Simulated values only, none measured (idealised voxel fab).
process module | voxel capacitor over wiring
The cross-section shown here is cut; it is 280 nm wide and divided into square cells measuring 5 nm on a side.
Cross-section, as written here: a square-cell grid given band by band from the top down, where a band holds one or more rows of cells. For a band, the entry starts with two heights in nm, that of the top and then that of the bottom, and carries on with the band's materials in order from left to right, each alongside its width in nm; the word "edge to edge" beside a single material means it fills the band edge to edge, and "empty" means empty space. Convention: height 0 is the level below which the wafer, as received, is all one material. The lowest band does not terminate at the bottom but continues downward, represented as "0..down". The two numbers in a width such as "30..40" mark its ends across the band: the first belongs to the top row of cells, the second to the bottom row, and from each row to the next the width moves by the same amount. The cross-section has no changed cell in any step marked "no alterations made". Entry "Completely enclosed voids". Content: empty spaces with no open connection to the top, size 8 cells or greater. Each: width x height at distance. Distance: from left edge. Unit: nm. Where a step's line continues beyond its settings, the continuation is a remark by the simulator itself on that step. Each step line may optionally specify "overlay nm", which for a step with a mask gives the rightward distance between the mask's planned place and where it lay, a negative value indicating the leftward direction.

-- The following list gives the planned process steps
| 1 | RECEIVE (material Si) |
| 2 | CONFORMAL_DEP (material SiO2; thk nm 15) |
| 3 | DIRECTIONAL_DEP (material TiN; thk nm 5) |
| 4 | DIRECTIONAL_DEP (material W; thk nm 15) |
| 5 | PATTERN (tone cover; mask id METAL_1; material resist; width nm 30; pitch nm 100; thk nm 20; overlay nm 0) |
| 6 | DIRECTIONAL_ETCH (etch materials W; depth nm 15) |
| 7 | DIRECTIONAL_ETCH (etch materials TiN; depth nm 5) |
| 8 | STRIP (etch materials resist) |
| 9 | FILL_DEP (material lowk; thk nm 5) |
| 10 | CMP (height nm 35) |
| 11 | CONFORMAL_DEP (material SiCN; thk nm 5) |
| 12 | DIRECTIONAL_DEP (material lowk; thk nm 20) |
| 13 | DIRECTIONAL_DEP (material aC; thk nm 10) |
| 14 | PATTERN (tone open; mask id PLUG_1; material resist; width nm 15; thk nm 30; overlay nm 0) |
| 15 | DIRECTIONAL_ETCH (etch materials aC; depth nm 10) |
| 16 | STRIP (etch materials resist) |
| 17 | DIRECTIONAL_ETCH (etch materials lowk; depth nm 20) |
| 18 | DIRECTIONAL_ETCH (etch materials SiCN; depth nm 5) |
| 19 | STRIP (etch materials aC) |
| 20 | EPI (material Ru; thk nm 10) |
| 21 | EPI (material Ru; thk nm 10) |
| 22 | EPI (material Ru; thk nm 5) |
| 23 | DIRECTIONAL_DEP (material TiN; thk nm 5) |
| 24 | DIRECTIONAL_DEP (material HfO2; thk nm 5) |
| 25 | DIRECTIONAL_DEP (material TiN; thk nm 10) |
| 26 | MASKED_ETCH (tone cover; mask id UPPER_PLATE; width nm 75; etch materials TiN; depth nm 10; overlay nm 0) |
| 27 | MASKED_ETCH (tone cover; mask id UPPER_PLATE; width nm 75; etch materials HfO2; depth nm 5; overlay nm 0) |
| 28 | DIRECTIONAL_DEP (material aC; thk nm 10) |
| 29 | PATTERN (tone cover; mask id LOWER_PLATE; material resist; width nm 85; thk nm 30; overlay nm 0) |
| 30 | DIRECTIONAL_ETCH (etch materials aC; depth nm 10) |
| 31 | STRIP (etch materials resist) |
| 32 | DIRECTIONAL_ETCH (etch materials TiN; depth nm 5) |
| 33 | STRIP (etch materials aC) |
| 34 | FILL_DEP (material SiO2; thk nm 20) |
| 35 | CMP (height nm 95) |
| 36 | DIRECTIONAL_DEP (material aC; thk nm 15) |
| 37 | PATTERN (tone open; mask id PLUG_2; material resist; width nm 15; thk nm 30; overlay nm 0) |
| 38 | DIRECTIONAL_ETCH (etch materials aC; depth nm 15) |
| 39 | STRIP (etch materials resist) |
| 40 | DIRECTIONAL_ETCH (etch materials SiO2; depth nm 15) |
| 41 | STRIP (etch materials aC) |
| 42 | CONFORMAL_DEP (material TiN; thk nm 5) |
| 43 | FILL_DEP (material Ru; thk nm 5) |
| 44 | CMP (height nm 95) |
| 45 | CONFORMAL_DEP (material SiCN; thk nm 5) |

-- The following pertains to the first of two wafers, which was processed as planned

-- as received, after step 1
  0..down = Si edge to edge
  Completely enclosed voids: none

-- after step 2
  15..0 = SiO2 edge to edge
  Anything lower than 0 is untouched.

-- after step 3
  20..15 = TiN edge to edge
  Anything lower than 15 is untouched.

-- after step 4
  35..20 = W edge to edge
  Anything lower than 20 is untouched.

-- after step 5
  55..35 = empty: 75 | resist: 30 | empty: 70 | resist: 30 | empty: 75
  Anything lower than 35 is untouched.

-- after step 6
  55..35 = empty: 75 | resist: 30 | empty: 70 | resist: 30 | empty: 75
  35..20 = empty: 75 | W: 30 | empty: 70 | W: 30 | empty: 75
  Anything lower than 20 is untouched.

-- after step 7
  55..35 = empty: 75 | resist: 30 | empty: 70 | resist: 30 | empty: 75
  35..20 = empty: 75 | W: 30 | empty: 70 | W: 30 | empty: 75
  20..15 = empty: 75 | TiN: 30 | empty: 70 | TiN: 30 | empty: 75
  Anything lower than 15 is untouched.

-- after step 8
  35..20 = empty: 75 | W: 30 | empty: 70 | W: 30 | empty: 75
  Anything lower than 20 is untouched.

-- after step 9
  40..35 = lowk edge to edge
  35..20 = lowk: 75 | W: 30 | lowk: 70 | W: 30 | lowk: 75
  20..15 = lowk: 75 | TiN: 30 | lowk: 70 | TiN: 30 | lowk: 75
  Anything lower than 15 is untouched.

-- after step 10
  35..20 = lowk: 75 | W: 30 | lowk: 70 | W: 30 | lowk: 75
  Anything lower than 20 is untouched.

-- after step 11
  40..35 = SiCN edge to edge
  Anything lower than 35 is untouched.

-- after step 12
  60..40 = lowk edge to edge
  Anything lower than 40 is untouched.

-- after step 13
  70..60 = aC edge to edge
  Anything lower than 60 is untouched.

-- after step 14
  100..70 = resist: 90 | empty: 15 | resist: 175
  Anything lower than 70 is untouched.

-- after step 15
  90..70 = resist: 90 | empty: 15 | resist: 175
  70..60 = aC: 90 | empty: 15 | aC: 175
  Anything lower than 60 is untouched.

-- after step 16
  70..60 = aC: 90 | empty: 15 | aC: 175
  Anything lower than 60 is untouched.

-- after step 17
  70..60 = aC: 90 | empty: 15 | aC: 175
  60..40 = lowk: 90 | empty: 15 | lowk: 175
  Anything lower than 40 is untouched.

-- after step 18
  70..60 = aC: 90 | empty: 15 | aC: 175
  60..40 = lowk: 90 | empty: 15 | lowk: 175
  40..35 = SiCN: 90 | empty: 15 | SiCN: 175
  Anything lower than 35 is untouched.

-- after step 19
  60..40 = lowk: 90 | empty: 15 | lowk: 175
  Anything lower than 40 is untouched.

-- after step 20
  60..45 = lowk: 90 | empty: 15 | lowk: 175
  45..40 = lowk: 90 | Ru: 15 | lowk: 175
  40..35 = SiCN: 90 | Ru: 15 | SiCN: 175
  Anything lower than 35 is untouched.

-- after step 21
  60..55 = lowk: 90 | empty: 15 | lowk: 175
  55..40 = lowk: 90 | Ru: 15 | lowk: 175
  Anything lower than 40 is untouched.

-- after step 22
  60..40 = lowk: 90 | Ru: 15 | lowk: 175
  Anything lower than 40 is untouched.

-- after step 23
  65..60 = TiN edge to edge
  Anything lower than 60 is untouched.

-- after step 24
  70..65 = HfO2 edge to edge
  Anything lower than 65 is untouched.

-- after step 25
  80..70 = TiN edge to edge
  Anything lower than 70 is untouched.

-- after step 26
  80..70 = empty: 90 | TiN: 75 | empty: 115
  Anything lower than 70 is untouched.

-- after step 27
  80..70 = empty: 90 | TiN: 75 | empty: 115
  70..65 = empty: 90 | HfO2: 75 | empty: 115
  Anything lower than 65 is untouched.

-- after step 28
  90..80 = empty: 90 | aC: 75 | empty: 115
  80..75 = empty: 90 | TiN: 75 | empty: 115
  75..70 = aC: 90 | TiN: 75 | aC: 115
  70..65 = aC: 90 | HfO2: 75 | aC: 115
  Anything lower than 65 is untouched.

-- after step 29
  120..90 = empty: 85 | resist: 85 | empty: 110
  90..80 = empty: 85 | resist: 5 | aC: 75 | resist: 5 | empty: 110
  80..75 = empty: 85 | resist: 5 | TiN: 75 | resist: 5 | empty: 110
  Anything lower than 75 is untouched.

-- after step 30
  110..90 = empty: 85 | resist: 85 | empty: 110
  90..80 = empty: 85 | resist: 5 | aC: 75 | resist: 5 | empty: 110
  80..75 = empty: 85 | resist: 5 | TiN: 75 | resist: 5 | empty: 110
  75..70 = empty: 85 | aC: 5 | TiN: 75 | aC: 5 | empty: 110
  70..65 = empty: 85 | aC: 5 | HfO2: 75 | aC: 5 | empty: 110
  Anything lower than 65 is untouched.

-- after step 31
  90..80 = empty: 90 | aC: 75 | empty: 115
  80..75 = empty: 90 | TiN: 75 | empty: 115
  Anything lower than 75 is untouched.

-- after step 32
  90..80 = empty: 90 | aC: 75 | empty: 115
  80..75 = empty: 90 | TiN: 75 | empty: 115
  75..70 = empty: 85 | aC: 5 | TiN: 75 | aC: 5 | empty: 110
  70..65 = empty: 85 | aC: 5 | HfO2: 75 | aC: 5 | empty: 110
  65..60 = empty: 85 | TiN: 85 | empty: 110
  Anything lower than 60 is untouched.

-- after step 33
  80..70 = empty: 90 | TiN: 75 | empty: 115
  70..65 = empty: 90 | HfO2: 75 | empty: 115
  Anything lower than 65 is untouched.

-- after step 34
  100..80 = SiO2 edge to edge
  80..70 = SiO2: 90 | TiN: 75 | SiO2: 115
  70..65 = SiO2: 90 | HfO2: 75 | SiO2: 115
  65..60 = SiO2: 85 | TiN: 85 | SiO2: 110
  Anything lower than 60 is untouched.

-- after step 35
  95..80 = SiO2 edge to edge
  Anything lower than 80 is untouched.

-- after step 36
  110..95 = aC edge to edge
  Anything lower than 95 is untouched.

-- after step 37
  140..110 = resist: 100 | empty: 15 | resist: 165
  Anything lower than 110 is untouched.

-- after step 38
  125..110 = resist: 100 | empty: 15 | resist: 165
  110..95 = aC: 100 | empty: 15 | aC: 165
  Anything lower than 95 is untouched.

-- after step 39
  110..95 = aC: 100 | empty: 15 | aC: 165
  Anything lower than 95 is untouched.

-- after step 40
  110..95 = aC: 100 | empty: 15 | aC: 165
  95..80 = SiO2: 100 | empty: 15 | SiO2: 165
  Anything lower than 80 is untouched.

-- after step 41
  95..80 = SiO2: 100 | empty: 15 | SiO2: 165
  Anything lower than 80 is untouched.

-- after step 42
  100..95 = TiN: 105 | empty: 5 | TiN: 170
  95..85 = SiO2: 100 | TiN: 5 | empty: 5 | TiN: 5 | SiO2: 165
  85..80 = SiO2: 100 | TiN: 15 | SiO2: 165
  Anything lower than 80 is untouched.

-- after step 43
  105..100 = Ru edge to edge
  100..95 = TiN: 105 | Ru: 5 | TiN: 170
  95..85 = SiO2: 100 | TiN: 5 | Ru: 5 | TiN: 5 | SiO2: 165
  Anything lower than 85 is untouched.

-- after step 44
  95..85 = SiO2: 100 | TiN: 5 | Ru: 5 | TiN: 5 | SiO2: 165
  Anything lower than 85 is untouched.

-- after step 45
  100..95 = SiCN edge to edge
  Anything lower than 95 is untouched.

-- Regarding the second of the two wafers: it shared the first wafer's starting condition and process plan, yet one error occurred during its execution. Its history coincides with that of the first wafer up to and including step 1

-- Planned end of step 2: second wafer, cross-section
  30..0 = SiO2 edge to edge
  Anything lower than 0 is untouched.

-- Planned end of step 3: second wafer, cross-section
  35..30 = TiN edge to edge
  Anything lower than 30 is untouched.

-- Planned end of step 4: second wafer, cross-section
  50..35 = W edge to edge
  Anything lower than 35 is untouched.

-- Planned end of step 5: second wafer, cross-section
  70..50 = empty: 75 | resist: 30 | empty: 70 | resist: 30 | empty: 75
  Anything lower than 50 is untouched.

-- Planned end of step 6: second wafer, cross-section
  70..50 = empty: 75 | resist: 30 | empty: 70 | resist: 30 | empty: 75
  50..35 = empty: 75 | W: 30 | empty: 70 | W: 30 | empty: 75
  Anything lower than 35 is untouched.

-- Planned end of step 7: second wafer, cross-section
  70..50 = empty: 75 | resist: 30 | empty: 70 | resist: 30 | empty: 75
  50..35 = empty: 75 | W: 30 | empty: 70 | W: 30 | empty: 75
  35..30 = empty: 75 | TiN: 30 | empty: 70 | TiN: 30 | empty: 75
  Anything lower than 30 is untouched.

-- Planned end of step 8: second wafer, cross-section
  50..35 = empty: 75 | W: 30 | empty: 70 | W: 30 | empty: 75
  Anything lower than 35 is untouched.

-- Planned end of step 9: second wafer, cross-section
  55..50 = lowk edge to edge
  50..35 = lowk: 75 | W: 30 | lowk: 70 | W: 30 | lowk: 75
  35..30 = lowk: 75 | TiN: 30 | lowk: 70 | TiN: 30 | lowk: 75
  Anything lower than 30 is untouched.

-- Planned end of step 10: second wafer, cross-section
  35..30 = lowk: 75 | TiN: 30 | lowk: 70 | TiN: 30 | lowk: 75
  Anything lower than 30 is untouched.

-- Planned end of step 11: second wafer, cross-section
  40..35 = SiCN edge to edge
  Anything lower than 35 is untouched.

-- Planned end of step 12: second wafer, cross-section
  60..40 = lowk edge to edge
  Anything lower than 40 is untouched.

-- Planned end of step 13: second wafer, cross-section
  70..60 = aC edge to edge
  Anything lower than 60 is untouched.

-- Planned end of step 14: second wafer, cross-section
  100..70 = resist: 90 | empty: 15 | resist: 175
  Anything lower than 70 is untouched.

-- Planned end of step 15: second wafer, cross-section
  90..70 = resist: 90 | empty: 15 | resist: 175
  70..60 = aC: 90 | empty: 15 | aC: 175
  Anything lower than 60 is untouched.

-- Planned end of step 16: second wafer, cross-section
  70..60 = aC: 90 | empty: 15 | aC: 175
  Anything lower than 60 is untouched.

-- Planned end of step 17: second wafer, cross-section
  70..60 = aC: 90 | empty: 15 | aC: 175
  60..40 = lowk: 90 | empty: 15 | lowk: 175
  Anything lower than 40 is untouched.

-- Planned end of step 18: second wafer, cross-section
  70..60 = aC: 90 | empty: 15 | aC: 175
  60..40 = lowk: 90 | empty: 15 | lowk: 175
  40..35 = SiCN: 90 | empty: 15 | SiCN: 175
  Anything lower than 35 is untouched.

-- Planned end of step 19: second wafer, cross-section
  60..40 = lowk: 90 | empty: 15 | lowk: 175
  Anything lower than 40 is untouched.

-- Planned end of step 20: second wafer, cross-section
  60..45 = lowk: 90 | empty: 15 | lowk: 175
  45..40 = lowk: 90 | Ru: 15 | lowk: 175
  40..35 = SiCN: 90 | Ru: 15 | SiCN: 175
  Anything lower than 35 is untouched.

-- Planned end of step 21: second wafer, cross-section
  60..55 = lowk: 90 | empty: 15 | lowk: 175
  55..40 = lowk: 90 | Ru: 15 | lowk: 175
  Anything lower than 40 is untouched.

-- Planned end of step 22: second wafer, cross-section
  60..40 = lowk: 90 | Ru: 15 | lowk: 175
  Anything lower than 40 is untouched.

-- Planned end of step 23: second wafer, cross-section
  65..60 = TiN edge to edge
  Anything lower than 60 is untouched.

-- Planned end of step 24: second wafer, cross-section
  70..65 = HfO2 edge to edge
  Anything lower than 65 is untouched.

-- Planned end of step 25: second wafer, cross-section
  80..70 = TiN edge to edge
  Anything lower than 70 is untouched.

-- Planned end of step 26: second wafer, cross-section
  80..70 = empty: 90 | TiN: 75 | empty: 115
  Anything lower than 70 is untouched.

-- Planned end of step 27: second wafer, cross-section
  80..70 = empty: 90 | TiN: 75 | empty: 115
  70..65 = empty: 90 | HfO2: 75 | empty: 115
  Anything lower than 65 is untouched.

-- Planned end of step 28: second wafer, cross-section
  90..80 = empty: 90 | aC: 75 | empty: 115
  80..75 = empty: 90 | TiN: 75 | empty: 115
  75..70 = aC: 90 | TiN: 75 | aC: 115
  70..65 = aC: 90 | HfO2: 75 | aC: 115
  Anything lower than 65 is untouched.

-- Planned end of step 29: second wafer, cross-section
  120..90 = empty: 85 | resist: 85 | empty: 110
  90..80 = empty: 85 | resist: 5 | aC: 75 | resist: 5 | empty: 110
  80..75 = empty: 85 | resist: 5 | TiN: 75 | resist: 5 | empty: 110
  Anything lower than 75 is untouched.

-- Planned end of step 30: second wafer, cross-section
  110..90 = empty: 85 | resist: 85 | empty: 110
  90..80 = empty: 85 | resist: 5 | aC: 75 | resist: 5 | empty: 110
  80..75 = empty: 85 | resist: 5 | TiN: 75 | resist: 5 | empty: 110
  75..70 = empty: 85 | aC: 5 | TiN: 75 | aC: 5 | empty: 110
  70..65 = empty: 85 | aC: 5 | HfO2: 75 | aC: 5 | empty: 110
  Anything lower than 65 is untouched.

-- Planned end of step 31: second wafer, cross-section
  90..80 = empty: 90 | aC: 75 | empty: 115
  80..75 = empty: 90 | TiN: 75 | empty: 115
  Anything lower than 75 is untouched.

-- Planned end of step 32: second wafer, cross-section
  90..80 = empty: 90 | aC: 75 | empty: 115
  80..75 = empty: 90 | TiN: 75 | empty: 115
  75..70 = empty: 85 | aC: 5 | TiN: 75 | aC: 5 | empty: 110
  70..65 = empty: 85 | aC: 5 | HfO2: 75 | aC: 5 | empty: 110
  65..60 = empty: 85 | TiN: 85 | empty: 110
  Anything lower than 60 is untouched.

-- Planned end of step 33: second wafer, cross-section
  80..70 = empty: 90 | TiN: 75 | empty: 115
  70..65 = empty: 90 | HfO2: 75 | empty: 115
  Anything lower than 65 is untouched.

-- Planned end of step 34: second wafer, cross-section
  100..80 = SiO2 edge to edge
  80..70 = SiO2: 90 | TiN: 75 | SiO2: 115
  70..65 = SiO2: 90 | HfO2: 75 | SiO2: 115
  65..60 = SiO2: 85 | TiN: 85 | SiO2: 110
  Anything lower than 60 is untouched.

-- Planned end of step 35: second wafer, cross-section
  95..80 = SiO2 edge to edge
  Anything lower than 80 is untouched.

-- Planned end of step 36: second wafer, cross-section
  110..95 = aC edge to edge
  Anything lower than 95 is untouched.

-- Planned end of step 37: second wafer, cross-section
  140..110 = resist: 100 | empty: 15 | resist: 165
  Anything lower than 110 is untouched.

-- Planned end of step 38: second wafer, cross-section
  125..110 = resist: 100 | empty: 15 | resist: 165
  110..95 = aC: 100 | empty: 15 | aC: 165
  Anything lower than 95 is untouched.

-- Planned end of step 39: second wafer, cross-section
  110..95 = aC: 100 | empty: 15 | aC: 165
  Anything lower than 95 is untouched.

-- Planned end of step 40: second wafer, cross-section
  110..95 = aC: 100 | empty: 15 | aC: 165
  95..80 = SiO2: 100 | empty: 15 | SiO2: 165
  Anything lower than 80 is untouched.

-- Planned end of step 41: second wafer, cross-section
  95..80 = SiO2: 100 | empty: 15 | SiO2: 165
  Anything lower than 80 is untouched.

-- Planned end of step 42: second wafer, cross-section
  100..95 = TiN: 105 | empty: 5 | TiN: 170
  95..85 = SiO2: 100 | TiN: 5 | empty: 5 | TiN: 5 | SiO2: 165
  85..80 = SiO2: 100 | TiN: 15 | SiO2: 165
  Anything lower than 80 is untouched.

-- Planned end of step 43: second wafer, cross-section
  105..100 = Ru edge to edge
  100..95 = TiN: 105 | Ru: 5 | TiN: 170
  95..85 = SiO2: 100 | TiN: 5 | Ru: 5 | TiN: 5 | SiO2: 165
  Anything lower than 85 is untouched.

-- Planned end of step 44: second wafer, cross-section
  95..85 = SiO2: 100 | TiN: 5 | Ru: 5 | TiN: 5 | SiO2: 165
  Anything lower than 85 is untouched.

-- Planned end of step 45: second wafer, cross-section
  100..95 = SiCN edge to edge
  Anything lower than 95 is untouched.
What was the processing mistake? plan step 2 was twice executed
It is noted that, at the conclusion of processing, the second wafer exhibits a higher or lower cell count for certain materials relative to the first: SiO2 +168, W -36, lowk -132
